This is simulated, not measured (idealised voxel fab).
process module | voxel capacitor over wiring
cross-section cut | 255 nm wide | cells 5 nm
A cross-section is a grid of square cells, given in bands from the top down. A band is one or more rows of cells.
Each band's line starts with the height of the band's top and of its bottom, in nm. Then come its materials from left to right, each with its width in nm. One material with "throughout" fills the band from edge to edge. "air" is empty space.
Height 0 is the level under which the wafer as received is all one material. The lowest band goes on downwards, as in "0 down".
A width such as "30 to 40" changes by the same amount from each row of cells to the next, from the band's top row to its bottom row.
"no change" after a step means that no cell of the cross-section changed.
closed voids: empty space of 8 cells or more with no open way to the top, each as width x height at its distance from the left edge, in nm
after a step's settings: what the simulator itself notes on the step
overlay nm, on a step with a mask: how far to the right of its planned place the mask lay; to the left if negative
Each pair below shows a cross-section before one step and the cross-section after it, down to the lowest band that changed. The line under each pair gives the step between them, with its settings. The pairs can come from different runs of this module on the same starting wafer, so a pair continues from the pair above only where its "before" says so.
before
  0 down: Si throughout
  closed voids: none
after
  10 to 0: SiO2 throughout
  below 0: unchanged
  closed voids: none
the step between: op CONFORMAL_DEP | material SiO2 | thk nm 10
before: the cross-section after the pair above
after
  15 to 10: SiCN throughout
  below 10: unchanged
  closed voids: none
the step between: op CONFORMAL_DEP | material SiCN | thk nm 5
before: the cross-section after the pair above
after
  35 to 15: lowk throughout
  below 15: unchanged
  closed voids: none
the step between: op DIRECTIONAL_DEP | material lowk | thk nm 20
before: the cross-section after the pair above
after
  45 to 35: aC throughout
  below 35: unchanged
  closed voids: none
the step between: op DIRECTIONAL_DEP | material aC | thk nm 10
before: the cross-section after the pair above
after
  70 to 45: resist 70 | air 30 | resist 50 | air 30 | resist 75
  below 45: unchanged
  closed voids: none
the step between: op PATTERN | tone open | mask id METAL_1 | material resist | width nm 30 | pitch nm 80 | thk nm 25 | overlay nm 0
before: the cross-section after the pair above
after
  60 to 45: resist 70 | air 30 | resist 50 | air 30 | resist 75
  45 to 35: aC 70 | air 30 | aC 50 | air 30 | aC 75
  below 35: unchanged
  closed voids: none
the step between: op DIRECTIONAL_ETCH | etch materials aC | depth nm 10
before: the cross-section after the pair above
after
  45 to 35: aC 70 | air 30 | aC 50 | air 30 | aC 75
  below 35: unchanged
  closed voids: none
the step between: op STRIP | etch materials resist
before: the cross-section after the pair above
after
  45 to 35: aC 70 | air 30 | aC 50 | air 30 | aC 75
  35 to 15: lowk 70 | air 30 | lowk 50 | air 30 | lowk 75
  below 15: unchanged
  closed voids: none
the step between: op DIRECTIONAL_ETCH | etch materials lowk | depth nm 20
before: the cross-section after the pair above
after
  45 to 35: aC 70 | air 30 | aC 50 | air 30 | aC 75
  35 to 15: lowk 70 | air 30 | lowk 50 | air 30 | lowk 75
  15 to 10: SiCN 70 | air 30 | SiCN 50 | air 30 | SiCN 75
  below 10: unchanged
  closed voids: none
the step between: op DIRECTIONAL_ETCH | etch materials SiCN | depth nm 5
before: the cross-section after the pair above
after
  35 to 15: lowk 70 | air 30 | lowk 50 | air 30 | lowk 75
  below 15: unchanged
  closed voids: none
the step between: op STRIP | etch materials aC
before: the cross-section after the pair above
after
  40 to 35: TiN 75 | air 20 | TiN 60 | air 20 | TiN 80
  35 to 15: lowk 70 | TiN 5 | air 20 | TiN 5 | lowk 50 | TiN 5 | air 20 | TiN 5 | lowk 75
  15 to 10: SiCN 70 | TiN 30 | SiCN 50 | TiN 30 | SiCN 75
  below 10: unchanged
  closed voids: none
the step between: op CONFORMAL_DEP | material TiN | thk nm 5
before: the cross-section after the pair above
after
  45 to 40: Cu throughout
  40 to 35: TiN 75 | Cu 20 | TiN 60 | Cu 20 | TiN 80
  35 to 15: lowk 70 | TiN 5 | Cu 20 | TiN 5 | lowk 50 | TiN 5 | Cu 20 | TiN 5 | lowk 75
  below 15: unchanged
  closed voids: none
the step between: op FILL_DEP | material Cu | thk nm 5
before: the cross-section after the pair above
after
  35 to 15: lowk 70 | TiN 5 | Cu 20 | TiN 5 | lowk 50 | TiN 5 | Cu 20 | TiN 5 | lowk 75
  below 15: unchanged
  closed voids: none
the step between: op CMP | height nm 35
before: the cross-section after the pair above
after
  40 to 35: SiCN throughout
  below 35: unchanged
  closed voids: none
the step between: op CONFORMAL_DEP | material SiCN | thk nm 5
before: the cross-section after the pair above
after
  50 to 40: lowk throughout
  below 40: unchanged
  closed voids: none
the step between: op DIRECTIONAL_DEP | material lowk | thk nm 10
before: the cross-section after the pair above
after
  50 to 40: lowk 85 | air 15 | lowk 155
  below 40: unchanged
  closed voids: none
the step between: op MASKED_ETCH | tone open | mask id PLUG_1 | width nm 15 | etch materials lowk | depth nm 10 | overlay nm 0
before: the cross-section after the pair above
after
  50 to 40: lowk 85 | air 15 | lowk 155
  40 to 35: SiCN 85 | air 15 | SiCN 155
  below 35: unchanged
  closed voids: none
the step between: op MASKED_ETCH | tone open | mask id PLUG_1 | width nm 15 | etch materials SiCN | depth nm 5 | overlay nm 0
before: the cross-section after the pair above
after
  50 to 45: lowk 85 | air 15 | lowk 155
  45 to 40: lowk 85 | Ru 15 | lowk 155
  40 to 35: SiCN 85 | Ru 15 | SiCN 155
  below 35: unchanged
  closed voids: none
the step between: op EPI | material Ru | thk nm 10
before: the cross-section after the pair above
after
  50 to 40: lowk 85 | Ru 15 | lowk 155
  below 40: unchanged
  closed voids: none
the step between: op EPI | material Ru | thk nm 5
before: the cross-section after the pair above
after
  60 to 50: TiN throughout
  below 50: unchanged
  closed voids: none
the step between: op DIRECTIONAL_DEP | material TiN | thk nm 10
before: the cross-section after the pair above
after
  65 to 60: Al2O3 throughout
  below 60: unchanged
  closed voids: none
the step between: op DIRECTIONAL_DEP | material Al2O3 | thk nm 5
before: the cross-section after the pair above
after
  75 to 65: TiN throughout
  below 65: unchanged
  closed voids: none
the step between: op DIRECTIONAL_DEP | material TiN | thk nm 10
before: the cross-section after the pair above
after
  95 to 75: air 85 | resist 55 | air 115
  below 75: unchanged
  closed voids: none
the step between: op PATTERN | tone cover | mask id UPPER_PLATE | material resist | width nm 55 | thk nm 20 | overlay nm 0
before: the cross-section after the pair above
after
  95 to 75: air 85 | resist 55 | air 115
  75 to 65: air 85 | TiN 55 | air 115
  below 65: unchanged
  closed voids: none
the step between: op DIRECTIONAL_ETCH | etch materials TiN | depth nm 10
before: the cross-section after the pair above
after
  95 to 75: air 85 | resist 55 | air 115
  75 to 65: air 85 | TiN 55 | air 115
  65 to 60: air 85 | Al2O3 55 | air 115
  below 60: unchanged
  closed voids: none
the step between: op DIRECTIONAL_ETCH | etch materials Al2O3 | depth nm 5
before: the cross-section after the pair above
after
  75 to 65: air 85 | TiN 55 | air 115
  below 65: unchanged
  closed voids: none
the step between: op STRIP | etch materials resist
before: the cross-section after the pair above
after
  75 to 65: air 85 | TiN 55 | air 115
  65 to 60: air 85 | Al2O3 55 | air 115
  60 to 50: air 80 | TiN 65 | air 110
  below 50: unchanged
  closed voids: none
the step between: op MASKED_ETCH | tone cover | mask id LOWER_PLATE | width nm 65 | etch materials TiN | depth nm 10 | overlay nm 0
before: the cross-section after the pair above
after
  90 to 75: SiO2 throughout
  75 to 65: SiO2 85 | TiN 55 | SiO2 115
  65 to 60: SiO2 85 | Al2O3 55 | SiO2 115
  60 to 50: SiO2 80 | TiN 65 | SiO2 110
  below 50: unchanged
  closed voids: none
the step between: op FILL_DEP | material SiO2 | thk nm 15
before: the cross-section after the pair above
after
  85 to 75: SiO2 throughout
  below 75: unchanged
  closed voids: none
the step between: op CMP | height nm 85
before: the cross-section after the pair above
after
  85 to 75: SiO2 95 | air 15 | SiO2 145
  below 75: unchanged
  closed voids: none
the step between: op MASKED_ETCH | tone open | mask id PLUG_2 | width nm 15 | etch materials SiO2 | depth nm 10 | overlay nm 0
before: the cross-section after the pair above
after
  90 to 85: TiN 100 | air 5 | TiN 150
  85 to 80: SiO2 95 | TiN 5 | air 5 | TiN 5 | SiO2 145
  80 to 75: SiO2 95 | TiN 15 | SiO2 145
  below 75: unchanged
  closed voids: none
the step between: op CONFORMAL_DEP | material TiN | thk nm 5
before: the cross-section after the pair above
after
  95 to 90: Ru throughout
  90 to 85: TiN 100 | Ru 5 | TiN 150
  85 to 80: SiO2 95 | TiN 5 | Ru 5 | TiN 5 | SiO2 145
  below 80: unchanged
  closed voids: none
the step between: op FILL_DEP | material Ru | thk nm 5
before: the cross-section after the pair above
after
  85 to 80: SiO2 95 | TiN 5 | Ru 5 | TiN 5 | SiO2 145
  below 80: unchanged
  closed voids: none
the step between: op CMP | height nm 85
before: the cross-section after the pair above
after
  90 to 85: SiN throughout
  below 85: unchanged
  closed voids: none
the step between: op CONFORMAL_DEP | material SiN | thk nm 5
before
  10 to 0: SiO2 throughout
  0 down: Si throughout
  closed voids: none
after
  30 to 10: lowk throughout
  below 10: unchanged
  closed voids: none
the step between: op DIRECTIONAL_DEP | material lowk | thk nm 20
before: the cross-section after the pair above
after
  40 to 30: aC throughout
  below 30: unchanged
  closed voids: none
the step between: op DIRECTIONAL_DEP | material aC | thk nm 10
before: the cross-section after the pair above
after
  65 to 40: resist 70 | air 30 | resist 50 | air 30 | resist 75
  below 40: unchanged
  closed voids: none
the step between: op PATTERN | tone open | mask id METAL_1 | material resist | width nm 30 | pitch nm 80 | thk nm 25 | overlay nm 0
before: the cross-section after the pair above
after
  55 to 40: resist 70 | air 30 | resist 50 | air 30 | resist 75
  40 to 30: aC 70 | air 30 | aC 50 | air 30 | aC 75
  below 30: unchanged
  closed voids: none
the step between: op DIRECTIONAL_ETCH | etch materials aC | depth nm 10
before: the cross-section after the pair above
after
  40 to 30: aC 70 | air 30 | aC 50 | air 30 | aC 75
  below 30: unchanged
  closed voids: none
the step between: op STRIP | etch materials resist
before: the cross-section after the pair above
after
  40 to 30: aC 70 | air 30 | aC 50 | air 30 | aC 75
  30 to 10: lowk 70 | air 30 | lowk 50 | air 30 | lowk 75
  below 10: unchanged
  closed voids: none
the step between: op DIRECTIONAL_ETCH | etch materials lowk | depth nm 20
before: the cross-section after the pair above
after
  30 to 10: lowk 70 | air 30 | lowk 50 | air 30 | lowk 75
  below 10: unchanged
  closed voids: none
the step between: op STRIP | etch materials aC
before: the cross-section after the pair above
after
  35 to 30: TiN 75 | air 20 | TiN 60 | air 20 | TiN 80
  30 to 15: lowk 70 | TiN 5 | air 20 | TiN 5 | lowk 50 | TiN 5 | air 20 | TiN 5 | lowk 75
  15 to 10: lowk 70 | TiN 30 | lowk 50 | TiN 30 | lowk 75
  below 10: unchanged
  closed voids: none
the step between: op CONFORMAL_DEP | material TiN | thk nm 5
before: the cross-section after the pair above
after
  40 to 35: Cu throughout
  35 to 30: TiN 75 | Cu 20 | TiN 60 | Cu 20 | TiN 80
  30 to 15: lowk 70 | TiN 5 | Cu 20 | TiN 5 | lowk 50 | TiN 5 | Cu 20 | TiN 5 | lowk 75
  below 15: unchanged
  closed voids: none
the step between: op FILL_DEP | material Cu | thk nm 5
before: the cross-section after the pair above
after
  35 to 30: TiN 75 | Cu 20 | TiN 60 | Cu 20 | TiN 80
  below 30: unchanged
  closed voids: none
the step between: op CMP | height nm 35
before: the cross-section after the pair above
after
  40 to 35: SiCN throughout
  below 35: unchanged
  closed voids: none
the step between: op CONFORMAL_DEP | material SiCN | thk nm 5
before: the cross-section after the pair above
after
  50 to 40: lowk throughout
  below 40: unchanged
  closed voids: none
the step between: op DIRECTIONAL_DEP | material lowk | thk nm 10
before: the cross-section after the pair above
after
  50 to 40: lowk 85 | air 15 | lowk 155
  below 40: unchanged
  closed voids: none
the step between: op MASKED_ETCH | tone open | mask id PLUG_1 | width nm 15 | etch materials lowk | depth nm 10 | overlay nm 0
before: the cross-section after the pair above
after
  50 to 40: lowk 85 | air 15 | lowk 155
  40 to 35: SiCN 85 | air 15 | SiCN 155
  below 35: unchanged
  closed voids: none
the step between: op MASKED_ETCH | tone open | mask id PLUG_1 | width nm 15 | etch materials SiCN | depth nm 5 | overlay nm 0
before: the cross-section after the pair above
after
  50 to 45: lowk 85 | air 15 | lowk 155
  45 to 40: lowk 85 | Ru 15 | lowk 155
  40 to 35: SiCN 85 | Ru 15 | SiCN 155
  below 35: unchanged
  closed voids: none
the step between: op EPI | material Ru | thk nm 10
before: the cross-section after the pair above
after
  50 to 40: lowk 85 | Ru 15 | lowk 155
  below 40: unchanged
  closed voids: none
the step between: op EPI | material Ru | thk nm 5
before: the cross-section after the pair above
after
  60 to 50: TiN throughout
  below 50: unchanged
  closed voids: none
the step between: op DIRECTIONAL_DEP | material TiN | thk nm 10
before: the cross-section after the pair above
after
  65 to 60: Al2O3 throughout
  below 60: unchanged
  closed voids: none
the step between: op DIRECTIONAL_DEP | material Al2O3 | thk nm 5
before: the cross-section after the pair above
after
  75 to 65: TiN throughout
  below 65: unchanged
  closed voids: none
the step between: op DIRECTIONAL_DEP | material TiN | thk nm 10
before: the cross-section after the pair above
after
  95 to 75: air 85 | resist 55 | air 115
  below 75: unchanged
  closed voids: none
the step between: op PATTERN | tone cover | mask id UPPER_PLATE | material resist | width nm 55 | thk nm 20 | overlay nm 0
before: the cross-section after the pair above
after
  95 to 75: air 85 | resist 55 | air 115
  75 to 65: air 85 | TiN 55 | air 115
  below 65: unchanged
  closed voids: none
the step between: op DIRECTIONAL_ETCH | etch materials TiN | depth nm 10
before: the cross-section after the pair above
after
  95 to 75: air 85 | resist 55 | air 115
  75 to 65: air 85 | TiN 55 | air 115
  65 to 60: air 85 | Al2O3 55 | air 115
  below 60: unchanged
  closed voids: none
the step between: op DIRECTIONAL_ETCH | etch materials Al2O3 | depth nm 5
before: the cross-section after the pair above
after
  75 to 65: air 85 | TiN 55 | air 115
  below 65: unchanged
  closed voids: none
the step between: op STRIP | etch materials resist
before: the cross-section after the pair above
after
  75 to 65: air 85 | TiN 55 | air 115
  65 to 60: air 85 | Al2O3 55 | air 115
  60 to 50: air 80 | TiN 65 | air 110
  below 50: unchanged
  closed voids: none
the step between: op MASKED_ETCH | tone cover | mask id LOWER_PLATE | width nm 65 | etch materials TiN | depth nm 10 | overlay nm 0
before: the cross-section after the pair above
after
  90 to 75: SiO2 throughout
  75 to 65: SiO2 85 | TiN 55 | SiO2 115
  65 to 60: SiO2 85 | Al2O3 55 | SiO2 115
  60 to 50: SiO2 80 | TiN 65 | SiO2 110
  below 50: unchanged
  closed voids: none
the step between: op FILL_DEP | material SiO2 | thk nm 15
before: the cross-section after the pair above
after
  85 to 75: SiO2 throughout
  below 75: unchanged
  closed voids: none
the step between: op CMP | height nm 85
before: the cross-section after the pair above
after
  85 to 75: SiO2 95 | air 15 | SiO2 145
  below 75: unchanged
  closed voids: none
the step between: op MASKED_ETCH | tone open | mask id PLUG_2 | width nm 15 | etch materials SiO2 | depth nm 10 | overlay nm 0
before: the cross-section after the pair above
after
  90 to 85: TiN 100 | air 5 | TiN 150
  85 to 80: SiO2 95 | TiN 5 | air 5 | TiN 5 | SiO2 145
  80 to 75: SiO2 95 | TiN 15 | SiO2 145
  below 75: unchanged
  closed voids: none
the step between: op CONFORMAL_DEP | material TiN | thk nm 5
before: the cross-section after the pair above
after
  95 to 90: Ru throughout
  90 to 85: TiN 100 | Ru 5 | TiN 150
  85 to 80: SiO2 95 | TiN 5 | Ru 5 | TiN 5 | SiO2 145
  below 80: unchanged
  closed voids: none
the step between: op FILL_DEP | material Ru | thk nm 5
before: the cross-section after the pair above
after
  85 to 80: SiO2 95 | TiN 5 | Ru 5 | TiN 5 | SiO2 145
  below 80: unchanged
  closed voids: none
the step between: op CMP | height nm 85
before: the cross-section after the pair above
after
  90 to 85: SiN throughout
  below 85: unchanged
  closed voids: none
the step between: op CONFORMAL_DEP | material SiN | thk nm 5
before
  50 to 45: lowk 85 | air 15 | lowk 155
  45 to 40: lowk 85 | Ru 15 | lowk 155
  40 to 35: SiCN 85 | Ru 15 | SiCN 155
  35 to 15: lowk 70 | TiN 5 | Cu 20 | TiN 5 | lowk 50 | TiN 5 | Cu 20 | TiN 5 | lowk 75
  15 to 10: SiCN 70 | TiN 30 | SiCN 50 | TiN 30 | SiCN 75
  10 to 0: SiO2 throughout
  0 down: Si throughout
  closed voids: none
after
  55 to 50: air 80 | Ru 25 | air 150
  50 to 40: lowk 85 | Ru 15 | lowk 155
  below 40: unchanged
  closed voids: none
the step between: op EPI | material Ru | thk nm 10
before: the cross-section after the pair above
after
  60 to 50: air 75 | Ru 35 | air 145
  below 50: unchanged
  closed voids: none
the step between: op EPI | material Ru | thk nm 5
before: the cross-section after the pair above
after
  70 to 60: air 75 | TiN 35 | air 145
  60 to 50: TiN 75 | Ru 35 | TiN 145
  below 50: unchanged
  closed voids: none
the step between: op DIRECTIONAL_DEP | material TiN | thk nm 10
before: the cross-section after the pair above
after
  75 to 70: air 75 | Al2O3 35 | air 145
  70 to 65: air 75 | TiN 35 | air 145
  65 to 60: Al2O3 75 | TiN 35 | Al2O3 145
  below 60: unchanged
  closed voids: none
the step between: op DIRECTIONAL_DEP | material Al2O3 | thk nm 5
before: the cross-section after the pair above
after
  85 to 75: air 75 | TiN 35 | air 145
  75 to 70: TiN 75 | Al2O3 35 | TiN 145
  70 to 65: TiN throughout
  below 65: unchanged
  closed voids: none
the step between: op DIRECTIONAL_DEP | material TiN | thk nm 10
before: the cross-section after the pair above
after
  105 to 85: air 85 | resist 55 | air 115
  85 to 75: air 75 | TiN 35 | resist 30 | air 115
  below 75: unchanged
  closed voids: none
the step between: op PATTERN | tone cover | mask id UPPER_PLATE | material resist | width nm 55 | thk nm 20 | overlay nm 0
before: the cross-section after the pair above
after
  105 to 85: air 85 | resist 55 | air 115
  85 to 75: air 85 | TiN 25 | resist 30 | air 115
  75 to 70: air 75 | Al2O3 35 | TiN 30 | air 115
  70 to 65: air 75 | TiN 65 | air 115
  below 65: unchanged
  closed voids: none
the step between: op DIRECTIONAL_ETCH | etch materials TiN | depth nm 10
before: the cross-section after the pair above
after
  105 to 85: air 85 | resist 55 | air 115
  85 to 75: air 85 | TiN 25 | resist 30 | air 115
  75 to 70: air 85 | Al2O3 25 | TiN 30 | air 115
  70 to 65: air 75 | TiN 65 | air 115
  65 to 60: air 75 | TiN 35 | Al2O3 30 | air 115
  below 60: unchanged
  closed voids: none
the step between: op DIRECTIONAL_ETCH | etch materials Al2O3 | depth nm 5
before: the cross-section after the pair above
after
  85 to 75: air 85 | TiN 25 | air 145
  below 75: unchanged
  closed voids: none
the step between: op STRIP | etch materials resist
before: the cross-section after the pair above
after
  85 to 75: air 85 | TiN 25 | air 145
  75 to 70: air 85 | Al2O3 25 | TiN 30 | air 115
  70 to 65: air 80 | TiN 60 | air 115
  65 to 60: air 80 | TiN 30 | Al2O3 30 | air 115
  60 to 50: air 75 | Ru 35 | TiN 35 | air 110
  below 50: unchanged
  closed voids: none
the step between: op MASKED_ETCH | tone cover | mask id LOWER_PLATE | width nm 65 | etch materials TiN | depth nm 10 | overlay nm 0
before: the cross-section after the pair above
after
  100 to 85: SiO2 throughout
  85 to 75: SiO2 85 | TiN 25 | SiO2 145
  75 to 70: SiO2 85 | Al2O3 25 | TiN 30 | SiO2 115
  70 to 65: SiO2 80 | TiN 60 | SiO2 115
  65 to 60: SiO2 80 | TiN 30 | Al2O3 30 | SiO2 115
  60 to 50: SiO2 75 | Ru 35 | TiN 35 | SiO2 110
  below 50: unchanged
  closed voids: none
the step between: op FILL_DEP | material SiO2 | thk nm 15
before: the cross-section after the pair above
after
  85 to 75: SiO2 85 | TiN 25 | SiO2 145
  below 75: unchanged
  closed voids: none
the step between: op CMP | height nm 85
before: the cross-section after the pair above
after
  90 to 85: TiN throughout
  below 85: unchanged
  closed voids: none
the step between: op CONFORMAL_DEP | material TiN | thk nm 5
before: the cross-section after the pair above
after
  95 to 90: Ru throughout
  below 90: unchanged
  closed voids: none
the step between: op FILL_DEP | material Ru | thk nm 5
before: the cross-section after the pair above
after
  85 to 75: SiO2 85 | TiN 25 | SiO2 145
  below 75: unchanged
  closed voids: none
the step between: op CMP | height nm 85
before: the cross-section after the pair above
after
  90 to 85: SiN throughout
  below 85: unchanged
  closed voids: none
the step between: op CONFORMAL_DEP | material SiN | thk nm 5
before
  50 to 45: lowk 85 | air 15 | lowk 155
  45 to 40: lowk 85 | Ru 15 | lowk 155
  40 to 35: SiCN 85 | Ru 15 | SiCN 155
  35 to 15: lowk 70 | TiN 5 | Cu 20 | TiN 5 | lowk 50 | TiN 5 | Cu 20 | TiN 5 | lowk 75
  15 to 10: SiCN 70 | TiN 30 | SiCN 50 | TiN 30 | SiCN 75
  10 to 0: SiO2 throughout
  0 down: Si throughout
  closed voids: none
after
  60 to 55: TiN 85 | air 15 | TiN 155
  55 to 50: TiN throughout
  50 to 45: lowk 85 | TiN 15 | lowk 155
  below 45: unchanged
  closed voids: none
the step between: op DIRECTIONAL_DEP | material TiN | thk nm 10
before: the cross-section after the pair above
after
  65 to 60: Ru 90 | air 5 | Ru 160
  60 to 55: TiN 85 | Ru 15 | TiN 155
  below 55: unchanged
  closed voids: none
the step between: op EPI | material Ru | thk nm 5
before: the cross-section after the pair above
after
  70 to 65: Al2O3 90 | air 5 | Al2O3 160
  65 to 60: Ru 90 | Al2O3 5 | Ru 160
  below 60: unchanged
  closed voids: none
the step between: op DIRECTIONAL_DEP | material Al2O3 | thk nm 5
before: the cross-section after the pair above
after
  80 to 75: TiN 90 | air 5 | TiN 160
  75 to 70: TiN throughout
  70 to 65: Al2O3 90 | TiN 5 | Al2O3 160
  below 65: unchanged
  closed voids: none
the step between: op DIRECTIONAL_DEP | material TiN | thk nm 10
before: the cross-section after the pair above
after
  100 to 80: air 85 | resist 55 | air 115
  80 to 75: TiN 90 | resist 5 | TiN 160
  below 75: unchanged
  closed voids: none
the step between: op PATTERN | tone cover | mask id UPPER_PLATE | material resist | width nm 55 | thk nm 20 | overlay nm 0
before: the cross-section after the pair above
after
  100 to 80: air 85 | resist 55 | air 115
  80 to 75: air 85 | TiN 5 | resist 5 | TiN 45 | air 115
  75 to 70: air 85 | TiN 55 | air 115
  below 70: unchanged
  closed voids: none
the step between: op DIRECTIONAL_ETCH | etch materials TiN | depth nm 10
before: the cross-section after the pair above
after
  100 to 80: air 85 | resist 55 | air 115
  80 to 75: air 85 | TiN 5 | resist 5 | TiN 45 | air 115
  75 to 70: air 85 | TiN 55 | air 115
  70 to 65: air 85 | Al2O3 5 | TiN 5 | Al2O3 45 | air 115
  below 65: unchanged
  closed voids: none
the step between: op DIRECTIONAL_ETCH | etch materials Al2O3 | depth nm 5
before: the cross-section after the pair above
after
  80 to 75: air 85 | TiN 5 | air 5 | TiN 45 | air 115
  below 75: unchanged
  closed voids: none
the step between: op STRIP | etch materials resist
before: the cross-section after the pair above
after
  95 to 80: SiO2 throughout
  80 to 75: SiO2 85 | TiN 5 | SiO2 5 | TiN 45 | SiO2 115
  75 to 70: SiO2 85 | TiN 55 | SiO2 115
  70 to 65: SiO2 85 | Al2O3 5 | TiN 5 | Al2O3 45 | SiO2 115
  below 65: unchanged
  closed voids: none
the step between: op FILL_DEP | material SiO2 | thk nm 15
before: the cross-section after the pair above
after
  85 to 80: SiO2 throughout
  below 80: unchanged
  closed voids: none
the step between: op CMP | height nm 85
before: the cross-section after the pair above
after
  85 to 80: SiO2 95 | air 15 | SiO2 145
  below 80: unchanged
  closed voids: none
the step between: op MASKED_ETCH | tone open | mask id PLUG_2 | width nm 15 | etch materials SiO2 | depth nm 10 | overlay nm 0
before: the cross-section after the pair above
after
  90 to 85: TiN 100 | air 5 | TiN 150
  85 to 80: SiO2 95 | TiN 15 | SiO2 145
  below 80: unchanged
  closed voids: none
the step between: op CONFORMAL_DEP | material TiN | thk nm 5
before: the cross-section after the pair above
after
  95 to 90: Ru throughout
  90 to 85: TiN 100 | Ru 5 | TiN 150
  below 85: unchanged
  closed voids: none
the step between: op FILL_DEP | material Ru | thk nm 5
before: the cross-section after the pair above
after
  85 to 80: SiO2 95 | TiN 15 | SiO2 145
  below 80: unchanged
  closed voids: none
the step between: op CMP | height nm 85
before: the cross-section after the pair above
after
  90 to 85: SiN throughout
  below 85: unchanged
  closed voids: none
the step between: op CONFORMAL_DEP | material SiN | thk nm 5
before
  0 down: Si throughout
  closed voids: none
after
  15 to 0: SiO2 throughout
  below 0: unchanged
  closed voids: none
the step between: op CONFORMAL_DEP | material SiO2 | thk nm 15
before: the cross-section after the pair above
after
  20 to 15: SiCN throughout
  below 15: unchanged
  closed voids: none
the step between: op CONFORMAL_DEP | material SiCN | thk nm 5
before: the cross-section after the pair above
after
  40 to 20: lowk throughout
  below 20: unchanged
  closed voids: none
the step between: op DIRECTIONAL_DEP | material lowk | thk nm 20
before: the cross-section after the pair above
after
  50 to 40: aC throughout
  below 40: unchanged
  closed voids: none
the step between: op DIRECTIONAL_DEP | material aC | thk nm 10
before: the cross-section after the pair above
after
  75 to 50: resist 70 | air 30 | resist 50 | air 30 | resist 75
  below 50: unchanged
  closed voids: none
the step between: op PATTERN | tone open | mask id METAL_1 | material resist | width nm 30 | pitch nm 80 | thk nm 25 | overlay nm 0
before: the cross-section after the pair above
after
  65 to 50: resist 70 | air 30 | resist 50 | air 30 | resist 75
  50 to 40: aC 70 | air 30 | aC 50 | air 30 | aC 75
  below 40: unchanged
  closed voids: none
the step between: op DIRECTIONAL_ETCH | etch materials aC | depth nm 10
before: the cross-section after the pair above
after
  50 to 40: aC 70 | air 30 | aC 50 | air 30 | aC 75
  below 40: unchanged
  closed voids: none
the step between: op STRIP | etch materials resist
before: the cross-section after the pair above
after
  50 to 40: aC 70 | air 30 | aC 50 | air 30 | aC 75
  40 to 20: lowk 70 | air 30 | lowk 50 | air 30 | lowk 75
  below 20: unchanged
  closed voids: none
the step between: op DIRECTIONAL_ETCH | etch materials lowk | depth nm 20
before: the cross-section after the pair above
after
  50 to 40: aC 70 | air 30 | aC 50 | air 30 | aC 75
  40 to 20: lowk 70 | air 30 | lowk 50 | air 30 | lowk 75
  20 to 15: SiCN 70 | air 30 | SiCN 50 | air 30 | SiCN 75
  below 15: unchanged
  closed voids: none
the step between: op DIRECTIONAL_ETCH | etch materials SiCN | depth nm 5
before: the cross-section after the pair above
after
  40 to 20: lowk 70 | air 30 | lowk 50 | air 30 | lowk 75
  below 20: unchanged
  closed voids: none
the step between: op STRIP | etch materials aC
before: the cross-section after the pair above
after
  45 to 40: TiN 75 | air 20 | TiN 60 | air 20 | TiN 80
  40 to 20: lowk 70 | TiN 5 | air 20 | TiN 5 | lowk 50 | TiN 5 | air 20 | TiN 5 | lowk 75
  20 to 15: SiCN 70 | TiN 30 | SiCN 50 | TiN 30 | SiCN 75
  below 15: unchanged
  closed voids: none
the step between: op CONFORMAL_DEP | material TiN | thk nm 5
before: the cross-section after the pair above
after
  50 to 45: Cu throughout
  45 to 40: TiN 75 | Cu 20 | TiN 60 | Cu 20 | TiN 80
  40 to 20: lowk 70 | TiN 5 | Cu 20 | TiN 5 | lowk 50 | TiN 5 | Cu 20 | TiN 5 | lowk 75
  below 20: unchanged
  closed voids: none
the step between: op FILL_DEP | material Cu | thk nm 5
before: the cross-section after the pair above
after
  35 to 20: lowk 70 | TiN 5 | Cu 20 | TiN 5 | lowk 50 | TiN 5 | Cu 20 | TiN 5 | lowk 75
  below 20: unchanged
  closed voids: none
the step between: op CMP | height nm 35
before: the cross-section after the pair above
after
  40 to 35: SiCN throughout
  below 35: unchanged
  closed voids: none
the step between: op CONFORMAL_DEP | material SiCN | thk nm 5
before: the cross-section after the pair above
after
  50 to 40: lowk throughout
  below 40: unchanged
  closed voids: none
the step between: op DIRECTIONAL_DEP | material lowk | thk nm 10
before: the cross-section after the pair above
after
  50 to 40: lowk 85 | air 15 | lowk 155
  below 40: unchanged
  closed voids: none
the step between: op MASKED_ETCH | tone open | mask id PLUG_1 | width nm 15 | etch materials lowk | depth nm 10 | overlay nm 0
before: the cross-section after the pair above
after
  50 to 40: lowk 85 | air 15 | lowk 155
  40 to 35: SiCN 85 | air 15 | SiCN 155
  below 35: unchanged
  closed voids: none
the step between: op MASKED_ETCH | tone open | mask id PLUG_1 | width nm 15 | etch materials SiCN | depth nm 5 | overlay nm 0
before: the cross-section after the pair above
after
  50 to 45: lowk 85 | air 15 | lowk 155
  45 to 40: lowk 85 | Ru 15 | lowk 155
  40 to 35: SiCN 85 | Ru 15 | SiCN 155
  below 35: unchanged
  closed voids: none
the step between: op EPI | material Ru | thk nm 10
before: the cross-section after the pair above
after
  50 to 40: lowk 85 | Ru 15 | lowk 155
  below 40: unchanged
  closed voids: none
the step between: op EPI | material Ru | thk nm 5
before: the cross-section after the pair above
after
  60 to 50: TiN throughout
  below 50: unchanged
  closed voids: none
the step between: op DIRECTIONAL_DEP | material TiN | thk nm 10
before: the cross-section after the pair above
after
  65 to 60: Al2O3 throughout
  below 60: unchanged
  closed voids: none
the step between: op DIRECTIONAL_DEP | material Al2O3 | thk nm 5
before: the cross-section after the pair above
after
  75 to 65: TiN throughout
  below 65: unchanged
  closed voids: none
the step between: op DIRECTIONAL_DEP | material TiN | thk nm 10
before: the cross-section after the pair above
after
  95 to 75: air 85 | resist 55 | air 115
  below 75: unchanged
  closed voids: none
the step between: op PATTERN | tone cover | mask id UPPER_PLATE | material resist | width nm 55 | thk nm 20 | overlay nm 0
before: the cross-section after the pair above
after
  95 to 75: air 85 | resist 55 | air 115
  75 to 65: air 85 | TiN 55 | air 115
  below 65: unchanged
  closed voids: none
the step between: op DIRECTIONAL_ETCH | etch materials TiN | depth nm 10
before: the cross-section after the pair above
after
  95 to 75: air 85 | resist 55 | air 115
  75 to 65: air 85 | TiN 55 | air 115
  65 to 60: air 85 | Al2O3 55 | air 115
  below 60: unchanged
  closed voids: none
the step between: op DIRECTIONAL_ETCH | etch materials Al2O3 | depth nm 5
before: the cross-section after the pair above
after
  75 to 65: air 85 | TiN 55 | air 115
  below 65: unchanged
  closed voids: none
the step between: op STRIP | etch materials resist
before: the cross-section after the pair above
after
  75 to 65: air 85 | TiN 55 | air 115
  65 to 60: air 85 | Al2O3 55 | air 115
  60 to 50: air 80 | TiN 65 | air 110
  below 50: unchanged
  closed voids: none
the step between: op MASKED_ETCH | tone cover | mask id LOWER_PLATE | width nm 65 | etch materials TiN | depth nm 10 | overlay nm 0
